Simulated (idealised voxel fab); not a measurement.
Process module under the name voxel wiring stack
The figure presents cross-section cut, which has a width of 165 nm and is divided into square cells with an edge length of 5 nm.
Format of a cross-section: grid, square cells. Given as bands. Order: top down. Band: one or more rows of cells. Within each band entry, the heights of the top and of the bottom of the band appear first, in that order and in nm; the materials of the band then follow from left to right, each with its corresponding width in nm. The designation "throughout" on a single material indicates that it fills the band from edge to edge; the designation "air" indicates empty space. Basically, 0 is our baseline, since under it the wafer straight out of the box is all one material. The bottom band has no lower end and keeps on going down, so it looks like "z 0 and below". Width "30->40": first value at the band's top row of cells, second value at its bottom row, equal change from row to row. The designation "nothing was modified", where it is given for a processing step, indicates that no cell of the cross-section was altered in the course of that step. Any empty space of 8 cells or more lacking an open way to the top shows up in "Closed void listing" as width x height at distance, distance from the left edge, in nm. The remark found on a step's line after its settings is issued by the simulator itself and pertains to that step. Among the settings permitted on a step's line is "overlay nm"; applied to a step with a mask, it specifies the extent to which the mask lay to the right of its planned position, whereas a negative figure signifies a position to the left.
[This section lists the process steps that were planned]
- 1: RECEIVE [material Si]
- 2: CONFORMAL_DEP [material SiO2] [thk nm 10]
- 3: CONFORMAL_DEP [material SiCN] [thk nm 5]
- 4: DIRECTIONAL_DEP [material lowk] [thk nm 25]
- 5: MASKED_ETCH [tone open] [mask id METAL_1] [width nm 30] [pitch nm 45] [etch materials lowk] [depth nm 25] [overlay nm 0]
- 6: MASKED_ETCH [tone open] [mask id METAL_1] [width nm 30] [pitch nm 45] [etch materials SiCN] [depth nm 5] [overlay nm 0]
- 7: CONFORMAL_DEP [material TiN] [thk nm 5]
- 8: FILL_DEP [material Cu] [thk nm 5]
- 9: CMP [height nm 40]
- 10: EPI [material Ru] [thk nm 5]
- 11: FILL_DEP [material SiCN] [thk nm 5]
- 12: DIRECTIONAL_DEP [material SiO2] [thk nm 30]
- 13: MASKED_ETCH [tone open] [mask id METAL_2_HOLES] [width nm 15] [pitch nm 45] [etch materials SiO2] [depth nm 30] [overlay nm 0]
- 14: PATTERN [tone open] [mask id METAL_2] [material resist] [width nm 30] [pitch nm 45] [thk nm 20] [overlay nm 0]
- 15: DIRECTIONAL_ETCH [etch materials SiO2] [depth nm 20]
- 16: DIRECTIONAL_ETCH [etch materials SiCN] [depth nm 5]
- 17: STRIP [etch materials resist]
- 18: CONFORMAL_DEP [material TiN] [thk nm 5]
- 19: FILL_DEP [material Cu] [thk nm 10]
- 20: CMP [height nm 80]
- 21: CONFORMAL_DEP [material SiCN] [thk nm 5]
- 22: DIRECTIONAL_DEP [material lowk] [thk nm 20]
- 23: PATTERN [tone open] [mask id PLUG_2] [material resist] [width nm 15] [thk nm 15] [overlay nm 0]
- 24: DIRECTIONAL_ETCH [etch materials lowk] [depth nm 20]
- 25: DIRECTIONAL_ETCH [etch materials SiCN] [depth nm 5]
- 26: STRIP [etch materials resist]
- 27: CONFORMAL_DEP [material TiN] [thk nm 5]
- 28: FILL_DEP [material Cu] [thk nm 10]
- 29: CMP [height nm 105]
- 30: CONFORMAL_DEP [material SiCN] [thk nm 5]
- 31: DIRECTIONAL_DEP [material SiO2] [thk nm 25]
- 32: MASKED_ETCH [tone open] [mask id METAL_3] [width nm 30] [pitch nm 45] [etch materials SiO2] [depth nm 25] [overlay nm 0]
- 33: MASKED_ETCH [tone open] [mask id METAL_3] [width nm 30] [pitch nm 45] [etch materials SiCN] [depth nm 5] [overlay nm 0]
- 34: CONFORMAL_DEP [material TiN] [thk nm 5]
- 35: FILL_DEP [material Ru] [thk nm 5]
- 36: CMP [height nm 135]
- 37: CONFORMAL_DEP [material SiCN] [thk nm 5]
- 38: DIRECTIONAL_DEP [material lowk] [thk nm 10]
- 39: MASKED_ETCH [tone open] [mask id PLUG_3] [width nm 15] [etch materials lowk] [depth nm 10] [overlay nm 0]
- 40: MASKED_ETCH [tone open] [mask id PLUG_3] [width nm 15] [etch materials SiCN] [depth nm 5] [overlay nm 0]
- 41: CONFORMAL_DEP [material TiN] [thk nm 5]
- 42: FILL_DEP [material W] [thk nm 10]
- 43: CMP [height nm 150]
- 44: CONFORMAL_DEP [material SiN] [thk nm 5]
- 45: DIRECTIONAL_DEP [material SiO2] [thk nm 20]
- 46: MASKED_ETCH [tone open] [mask id METAL_4] [width nm 30] [pitch nm 45] [etch materials SiO2] [depth nm 20] [overlay nm 0]
- 47: MASKED_ETCH [tone open] [mask id METAL_4] [width nm 30] [pitch nm 45] [etch materials SiN] [depth nm 5] [overlay nm 0]
- 48: CONFORMAL_DEP [material TiN] [thk nm 5]
- 49: FILL_DEP [material Cu] [thk nm 10]
- 50: CMP [height nm 175]
- 51: EPI [material Ru] [thk nm 5]
- 52: FILL_DEP [material SiCN] [thk nm 5]
[The first of the two wafers, which ran as planned]
[Cross-section of the wafer as it came to us, i.e., already through step 1]
* z 0 and below: Si throughout
* Closed void listing: none
[The wafer in cross-section once step 2 is complete]
* z 10 to 0: SiO2 throughout
* Everything under 0 stays put, no change at all.
[The wafer in cross-section once step 3 is complete]
* z 15 to 10: SiCN throughout
* Everything under 10 stays put, no change at all.
[The wafer in cross-section once step 4 is complete]
* z 40 to 15: lowk throughout
* Everything under 15 stays put, no change at all.
[The wafer in cross-section once step 5 is complete]
* z 40 to 15: lowk 45 nm / air 30 nm / lowk 15 nm / air 30 nm / lowk 45 nm
* Everything under 15 stays put, no change at all.
[The wafer in cross-section once step 6 is complete]
* z 40 to 15: lowk 45 nm / air 30 nm / lowk 15 nm / air 30 nm / lowk 45 nm
* z 15 to 10: SiCN 45 nm / air 30 nm / SiCN 15 nm / air 30 nm / SiCN 45 nm
* Everything under 10 stays put, no change at all.
[The wafer in cross-section once step 7 is complete]
* z 45 to 40: TiN 50 nm / air 20 nm / TiN 25 nm / air 20 nm / TiN 50 nm
* z 40 to 15: lowk 45 nm / TiN 5 nm / air 20 nm / TiN 5 nm / lowk 15 nm / TiN 5 nm / air 20 nm / TiN 5 nm / lowk 45 nm
* z 15 to 10: SiCN 45 nm / TiN 30 nm / SiCN 15 nm / TiN 30 nm / SiCN 45 nm
* Everything under 10 stays put, no change at all.
[The wafer in cross-section once step 8 is complete]
* z 50 to 45: Cu throughout
* z 45 to 40: TiN 50 nm / Cu 20 nm / TiN 25 nm / Cu 20 nm / TiN 50 nm
* z 40 to 15: lowk 45 nm / TiN 5 nm / Cu 20 nm / TiN 5 nm / lowk 15 nm / TiN 5 nm / Cu 20 nm / TiN 5 nm / lowk 45 nm
* Everything under 15 stays put, no change at all.
[The wafer in cross-section once step 9 is complete]
* z 40 to 15: lowk 45 nm / TiN 5 nm / Cu 20 nm / TiN 5 nm / lowk 15 nm / TiN 5 nm / Cu 20 nm / TiN 5 nm / lowk 45 nm
* Everything under 15 stays put, no change at all.
[The wafer in cross-section once step 10 is complete]
* z 45 to 40: air 40 nm / Ru 40 nm / air 5 nm / Ru 40 nm / air 40 nm
* Everything under 40 stays put, no change at all.
[The wafer in cross-section once step 11 is complete]
* z 50 to 45: SiCN throughout
* z 45 to 40: SiCN 40 nm / Ru 40 nm / SiCN 5 nm / Ru 40 nm / SiCN 40 nm
* Everything under 40 stays put, no change at all.
[The wafer in cross-section once step 12 is complete]
* z 80 to 50: SiO2 throughout
* Everything under 50 stays put, no change at all.
[The wafer in cross-section once step 13 is complete]
* z 80 to 50: SiO2 45 nm / air 15 nm / SiO2 30 nm / air 15 nm / SiO2 60 nm
* Everything under 50 stays put, no change at all.
[The wafer in cross-section once step 14 is complete]
* z 100 to 80: resist 45 nm / air 30 nm / resist 15 nm / air 30 nm / resist 45 nm
* Everything under 80 stays put, no change at all.
[The wafer in cross-section once step 15 is complete]
* z 100 to 80: resist 45 nm / air 30 nm / resist 15 nm / air 30 nm / resist 45 nm
* z 80 to 60: SiO2 45 nm / air 30 nm / SiO2 15 nm / air 30 nm / SiO2 45 nm
* Everything under 60 stays put, no change at all.
[The wafer in cross-section once step 16 is complete]
* z 100 to 80: resist 45 nm / air 30 nm / resist 15 nm / air 30 nm / resist 45 nm
* z 80 to 60: SiO2 45 nm / air 30 nm / SiO2 15 nm / air 30 nm / SiO2 45 nm
* z 60 to 50: SiO2 45 nm / air 15 nm / SiO2 30 nm / air 15 nm / SiO2 60 nm
* z 50 to 45: SiCN 45 nm / air 15 nm / SiCN 30 nm / air 15 nm / SiCN 60 nm
* Everything under 45 stays put, no change at all.
[The wafer in cross-section once step 17 is complete]
* z 80 to 60: SiO2 45 nm / air 30 nm / SiO2 15 nm / air 30 nm / SiO2 45 nm
* Everything under 60 stays put, no change at all.
[The wafer in cross-section once step 18 is complete]
* z 85 to 80: TiN 50 nm / air 20 nm / TiN 25 nm / air 20 nm / TiN 50 nm
* z 80 to 65: SiO2 45 nm / TiN 5 nm / air 20 nm / TiN 5 nm / SiO2 15 nm / TiN 5 nm / air 20 nm / TiN 5 nm / SiO2 45 nm
* z 65 to 60: SiO2 45 nm / TiN 5 nm / air 5 nm / TiN 20 nm / SiO2 15 nm / TiN 5 nm / air 5 nm / TiN 20 nm / SiO2 45 nm
* z 60 to 50: SiO2 45 nm / TiN 5 nm / air 5 nm / TiN 5 nm / SiO2 30 nm / TiN 5 nm / air 5 nm / TiN 5 nm / SiO2 60 nm
* z 50 to 45: SiCN 45 nm / TiN 15 nm / SiCN 30 nm / TiN 15 nm / SiCN 60 nm
* Everything under 45 stays put, no change at all.
[The wafer in cross-section once step 19 is complete]
* z 95 to 85: Cu throughout
* z 85 to 80: TiN 50 nm / Cu 20 nm / TiN 25 nm / Cu 20 nm / TiN 50 nm
* z 80 to 65: SiO2 45 nm / TiN 5 nm / Cu 20 nm / TiN 5 nm / SiO2 15 nm / TiN 5 nm / Cu 20 nm / TiN 5 nm / SiO2 45 nm
* z 65 to 60: SiO2 45 nm / TiN 5 nm / Cu 5 nm / TiN 20 nm / SiO2 15 nm / TiN 5 nm / Cu 5 nm / TiN 20 nm / SiO2 45 nm
* z 60 to 50: SiO2 45 nm / TiN 5 nm / Cu 5 nm / TiN 5 nm / SiO2 30 nm / TiN 5 nm / Cu 5 nm / TiN 5 nm / SiO2 60 nm
* Everything under 50 stays put, no change at all.
[The wafer in cross-section once step 20 is complete]
* z 80 to 65: SiO2 45 nm / TiN 5 nm / Cu 20 nm / TiN 5 nm / SiO2 15 nm / TiN 5 nm / Cu 20 nm / TiN 5 nm / SiO2 45 nm
* Everything under 65 stays put, no change at all.
[The wafer in cross-section once step 21 is complete]
* z 85 to 80: SiCN throughout
* Everything under 80 stays put, no change at all.
[The wafer in cross-section once step 22 is complete]
* z 105 to 85: lowk throughout
* Everything under 85 stays put, no change at all.
[The wafer in cross-section once step 23 is complete]
* z 120 to 105: resist 45 nm / air 15 nm / resist 105 nm
* Everything under 105 stays put, no change at all.
[The wafer in cross-section once step 24 is complete]
* z 120 to 105: resist 45 nm / air 15 nm / resist 105 nm
* z 105 to 85: lowk 45 nm / air 15 nm / lowk 105 nm
* Everything under 85 stays put, no change at all.
[The wafer in cross-section once step 25 is complete]
* z 120 to 105: resist 45 nm / air 15 nm / resist 105 nm
* z 105 to 85: lowk 45 nm / air 15 nm / lowk 105 nm
* z 85 to 80: SiCN 45 nm / air 15 nm / SiCN 105 nm
* Everything under 80 stays put, no change at all.
[The wafer in cross-section once step 26 is complete]
* z 105 to 85: lowk 45 nm / air 15 nm / lowk 105 nm
* Everything under 85 stays put, no change at all.
[The wafer in cross-section once step 27 is complete]
* z 110 to 105: TiN 50 nm / air 5 nm / TiN 110 nm
* z 105 to 85: lowk 45 nm / TiN 5 nm / air 5 nm / TiN 5 nm / lowk 105 nm
* z 85 to 80: SiCN 45 nm / TiN 15 nm / SiCN 105 nm
* Everything under 80 stays put, no change at all.
[The wafer in cross-section once step 28 is complete]
* z 120 to 110: Cu throughout
* z 110 to 105: TiN 50 nm / Cu 5 nm / TiN 110 nm
* z 105 to 85: lowk 45 nm / TiN 5 nm / Cu 5 nm / TiN 5 nm / lowk 105 nm
* Everything under 85 stays put, no change at all.
[The wafer in cross-section once step 29 is complete]
* z 105 to 85: lowk 45 nm / TiN 5 nm / Cu 5 nm / TiN 5 nm / lowk 105 nm
* Everything under 85 stays put, no change at all.
[The wafer in cross-section once step 30 is complete]
* z 110 to 105: SiCN throughout
* Everything under 105 stays put, no change at all.
[The wafer in cross-section once step 31 is complete]
* z 135 to 110: SiO2 throughout
* Everything under 110 stays put, no change at all.
[The wafer in cross-section once step 32 is complete]
* z 135 to 110: SiO2 45 nm / air 30 nm / SiO2 15 nm / air 30 nm / SiO2 45 nm
* Everything under 110 stays put, no change at all.
[The wafer in cross-section once step 33 is complete]
* z 135 to 110: SiO2 45 nm / air 30 nm / SiO2 15 nm / air 30 nm / SiO2 45 nm
* z 110 to 105: SiCN 45 nm / air 30 nm / SiCN 15 nm / air 30 nm / SiCN 45 nm
* Everything under 105 stays put, no change at all.
[The wafer in cross-section once step 34 is complete]
* z 140 to 135: TiN 50 nm / air 20 nm / TiN 25 nm / air 20 nm / TiN 50 nm
* z 135 to 110: SiO2 45 nm / TiN 5 nm / air 20 nm / TiN 5 nm / SiO2 15 nm / TiN 5 nm / air 20 nm / TiN 5 nm / SiO2 45 nm
* z 110 to 105: SiCN 45 nm / TiN 30 nm / SiCN 15 nm / TiN 30 nm / SiCN 45 nm
* Everything under 105 stays put, no change at all.
[The wafer in cross-section once step 35 is complete]
* z 145 to 140: Ru throughout
* z 140 to 135: TiN 50 nm / Ru 20 nm / TiN 25 nm / Ru 20 nm / TiN 50 nm
* z 135 to 110: SiO2 45 nm / TiN 5 nm / Ru 20 nm / TiN 5 nm / SiO2 15 nm / TiN 5 nm / Ru 20 nm / TiN 5 nm / SiO2 45 nm
* Everything under 110 stays put, no change at all.
[The wafer in cross-section once step 36 is complete]
* z 135 to 110: SiO2 45 nm / TiN 5 nm / Ru 20 nm / TiN 5 nm / SiO2 15 nm / TiN 5 nm / Ru 20 nm / TiN 5 nm / SiO2 45 nm
* Everything under 110 stays put, no change at all.
[The wafer in cross-section once step 37 is complete]
* z 140 to 135: SiCN throughout
* Everything under 135 stays put, no change at all.
[The wafer in cross-section once step 38 is complete]
* z 150 to 140: lowk throughout
* Everything under 140 stays put, no change at all.
[The wafer in cross-section once step 39 is complete]
* z 150 to 140: lowk 45 nm / air 15 nm / lowk 105 nm
* Everything under 140 stays put, no change at all.
[The wafer in cross-section once step 40 is complete]
* z 150 to 140: lowk 45 nm / air 15 nm / lowk 105 nm
* z 140 to 135: SiCN 45 nm / air 15 nm / SiCN 105 nm
* Everything under 135 stays put, no change at all.
[The wafer in cross-section once step 41 is complete]
* z 155 to 150: TiN 50 nm / air 5 nm / TiN 110 nm
* z 150 to 140: lowk 45 nm / TiN 5 nm / air 5 nm / TiN 5 nm / lowk 105 nm
* z 140 to 135: SiCN 45 nm / TiN 15 nm / SiCN 105 nm
* Everything under 135 stays put, no change at all.
[The wafer in cross-section once step 42 is complete]
* z 165 to 155: W throughout
* z 155 to 150: TiN 50 nm / W 5 nm / TiN 110 nm
* z 150 to 140: lowk 45 nm / TiN 5 nm / W 5 nm / TiN 5 nm / lowk 105 nm
* Everything under 140 stays put, no change at all.
[The wafer in cross-section once step 43 is complete]
* z 150 to 140: lowk 45 nm / TiN 5 nm / W 5 nm / TiN 5 nm / lowk 105 nm
* Everything under 140 stays put, no change at all.
[The wafer in cross-section once step 44 is complete]
* z 155 to 150: SiN throughout
* Everything under 150 stays put, no change at all.
[The wafer in cross-section once step 45 is complete]
* z 175 to 155: SiO2 throughout
* Everything under 155 stays put, no change at all.
[The wafer in cross-section once step 46 is complete]
* z 175 to 155: SiO2 45 nm / air 30 nm / SiO2 15 nm / air 30 nm / SiO2 45 nm
* Everything under 155 stays put, no change at all.
[The wafer in cross-section once step 47 is complete]
* z 175 to 155: SiO2 45 nm / air 30 nm / SiO2 15 nm / air 30 nm / SiO2 45 nm
* z 155 to 150: SiN 45 nm / air 30 nm / SiN 15 nm / air 30 nm / SiN 45 nm
* Everything under 150 stays put, no change at all.
[The wafer in cross-section once step 48 is complete]
* z 180 to 175: TiN 50 nm / air 20 nm / TiN 25 nm / air 20 nm / TiN 50 nm
* z 175 to 155: SiO2 45 nm / TiN 5 nm / air 20 nm / TiN 5 nm / SiO2 15 nm / TiN 5 nm / air 20 nm / TiN 5 nm / SiO2 45 nm
* z 155 to 150: SiN 45 nm / TiN 30 nm / SiN 15 nm / TiN 30 nm / SiN 45 nm
* Everything under 150 stays put, no change at all.
[The wafer in cross-section once step 49 is complete]
* z 190 to 180: Cu throughout
* z 180 to 175: TiN 50 nm / Cu 20 nm / TiN 25 nm / Cu 20 nm / TiN 50 nm
* z 175 to 155: SiO2 45 nm / TiN 5 nm / Cu 20 nm / TiN 5 nm / SiO2 15 nm / TiN 5 nm / Cu 20 nm / TiN 5 nm / SiO2 45 nm
* Everything under 155 stays put, no change at all.
[The wafer in cross-section once step 50 is complete]
* z 175 to 155: SiO2 45 nm / TiN 5 nm / Cu 20 nm / TiN 5 nm / SiO2 15 nm / TiN 5 nm / Cu 20 nm / TiN 5 nm / SiO2 45 nm
* Everything under 155 stays put, no change at all.
[The wafer in cross-section once step 51 is complete]
* z 180 to 175: air 40 nm / Ru 40 nm / air 5 nm / Ru 40 nm / air 40 nm
* Everything under 175 stays put, no change at all.
[The wafer in cross-section once step 52 is complete]
* z 185 to 180: SiCN throughout
* z 180 to 175: SiCN 40 nm / Ru 40 nm / SiCN 5 nm / Ru 40 nm / SiCN 40 nm
* Everything under 175 stays put, no change at all.
[Here the second wafer is described. Its start and its plan were those of the first wafer. Its run contained one mistake. Up to and including step 29, it did exactly what the first wafer did]
[Cross-sectional representation of the second wafer at the time designated in the plan for the completion of step 30]
* z 130 to 105: SiO2 throughout
* Everything under 105 stays put, no change at all.
[Cross-sectional representation of the second wafer at the time designated in the plan for the completion of step 31]
* z 135 to 130: SiCN throughout
* Everything under 130 stays put, no change at all.
Cross-sectional representation of the second wafer at the time designated in the plan for the completion of step 32: nothing was modified
[Cross-sectional representation of the second wafer at the time designated in the plan for the completion of step 33]
* z 135 to 130: SiCN 45 nm / air 30 nm / SiCN 15 nm / air 30 nm / SiCN 45 nm
* Everything under 130 stays put, no change at all.
[Cross-sectional representation of the second wafer at the time designated in the plan for the completion of step 34]
* z 140 to 135: TiN 50 nm / air 20 nm / TiN 25 nm / air 20 nm / TiN 50 nm
* z 135 to 130: SiCN 45 nm / TiN 30 nm / SiCN 15 nm / TiN 30 nm / SiCN 45 nm
* Everything under 130 stays put, no change at all.
[Cross-sectional representation of the second wafer at the time designated in the plan for the completion of step 35]
* z 145 to 140: Ru throughout
* z 140 to 135: TiN 50 nm / Ru 20 nm / TiN 25 nm / Ru 20 nm / TiN 50 nm
* Everything under 135 stays put, no change at all.
[Cross-sectional representation of the second wafer at the time designated in the plan for the completion of step 36]
* z 135 to 130: SiCN 45 nm / TiN 30 nm / SiCN 15 nm / TiN 30 nm / SiCN 45 nm
* Everything under 130 stays put, no change at all.
[Cross-sectional representation of the second wafer at the time designated in the plan for the completion of step 37]
* z 140 to 135: SiCN throughout
* Everything under 135 stays put, no change at all.
[Cross-sectional representation of the second wafer at the time designated in the plan for the completion of step 38]
* z 150 to 140: lowk throughout
* Everything under 140 stays put, no change at all.
[Cross-sectional representation of the second wafer at the time designated in the plan for the completion of step 39]
* z 150 to 140: lowk 45 nm / air 15 nm / lowk 105 nm
* Everything under 140 stays put, no change at all.
[Cross-sectional representation of the second wafer at the time designated in the plan for the completion of step 40]
* z 150 to 140: lowk 45 nm / air 15 nm / lowk 105 nm
* z 140 to 135: SiCN 45 nm / air 15 nm / SiCN 105 nm
* Everything under 135 stays put, no change at all.
[Cross-sectional representation of the second wafer at the time designated in the plan for the completion of step 41]
* z 155 to 150: TiN 50 nm / air 5 nm / TiN 110 nm
* z 150 to 140: lowk 45 nm / TiN 5 nm / air 5 nm / TiN 5 nm / lowk 105 nm
* z 140 to 135: SiCN 45 nm / TiN 15 nm / SiCN 105 nm
* Everything under 135 stays put, no change at all.
[Cross-sectional representation of the second wafer at the time designated in the plan for the completion of step 42]
* z 165 to 155: W throughout
* z 155 to 150: TiN 50 nm / W 5 nm / TiN 110 nm
* z 150 to 140: lowk 45 nm / TiN 5 nm / W 5 nm / TiN 5 nm / lowk 105 nm
* Everything under 140 stays put, no change at all.
[Cross-sectional representation of the second wafer at the time designated in the plan for the completion of step 43]
* z 150 to 140: lowk 45 nm / TiN 5 nm / W 5 nm / TiN 5 nm / lowk 105 nm
* Everything under 140 stays put, no change at all.
[Cross-sectional representation of the second wafer at the time designated in the plan for the completion of step 44]
* z 155 to 150: SiN throughout
* Everything under 150 stays put, no change at all.
[Cross-sectional representation of the second wafer at the time designated in the plan for the completion of step 45]
* z 175 to 155: SiO2 throughout
* Everything under 155 stays put, no change at all.
[Cross-sectional representation of the second wafer at the time designated in the plan for the completion of step 46]
* z 175 to 155: SiO2 45 nm / air 30 nm / SiO2 15 nm / air 30 nm / SiO2 45 nm
* Everything under 155 stays put, no change at all.
[Cross-sectional representation of the second wafer at the time designated in the plan for the completion of step 47]
* z 175 to 155: SiO2 45 nm / air 30 nm / SiO2 15 nm / air 30 nm / SiO2 45 nm
* z 155 to 150: SiN 45 nm / air 30 nm / SiN 15 nm / air 30 nm / SiN 45 nm
* Everything under 150 stays put, no change at all.
[Cross-sectional representation of the second wafer at the time designated in the plan for the completion of step 48]
* z 180 to 175: TiN 50 nm / air 20 nm / TiN 25 nm / air 20 nm / TiN 50 nm
* z 175 to 155: SiO2 45 nm / TiN 5 nm / air 20 nm / TiN 5 nm / SiO2 15 nm / TiN 5 nm / air 20 nm / TiN 5 nm / SiO2 45 nm
* z 155 to 150: SiN 45 nm / TiN 30 nm / SiN 15 nm / TiN 30 nm / SiN 45 nm
* Everything under 150 stays put, no change at all.
[Cross-sectional representation of the second wafer at the time designated in the plan for the completion of step 49]
* z 190 to 180: Cu throughout
* z 180 to 175: TiN 50 nm / Cu 20 nm / TiN 25 nm / Cu 20 nm / TiN 50 nm
* z 175 to 155: SiO2 45 nm / TiN 5 nm / Cu 20 nm / TiN 5 nm / SiO2 15 nm / TiN 5 nm / Cu 20 nm / TiN 5 nm / SiO2 45 nm
* Everything under 155 stays put, no change at all.
[Cross-sectional representation of the second wafer at the time designated in the plan for the completion of step 50]
* z 175 to 155: SiO2 45 nm / TiN 5 nm / Cu 20 nm / TiN 5 nm / SiO2 15 nm / TiN 5 nm / Cu 20 nm / TiN 5 nm / SiO2 45 nm
* Everything under 155 stays put, no change at all.
[Cross-sectional representation of the second wafer at the time designated in the plan for the completion of step 51]
* z 180 to 175: air 40 nm / Ru 40 nm / air 5 nm / Ru 40 nm / air 40 nm
* Everything under 175 stays put, no change at all.
[Cross-sectional representation of the second wafer at the time designated in the plan for the completion of step 52]
* z 185 to 180: SiCN throughout
* z 180 to 175: SiCN 40 nm / Ru 40 nm / SiCN 5 nm / Ru 40 nm / SiCN 40 nm
* Everything under 175 stays put, no change at all.
What was done differently from what was planned? step 30 ran in the slot meant for step 31, and vice versa
at the end the second wafer has, in cells: -40 Ru; +60 SiO2; -20 TiN
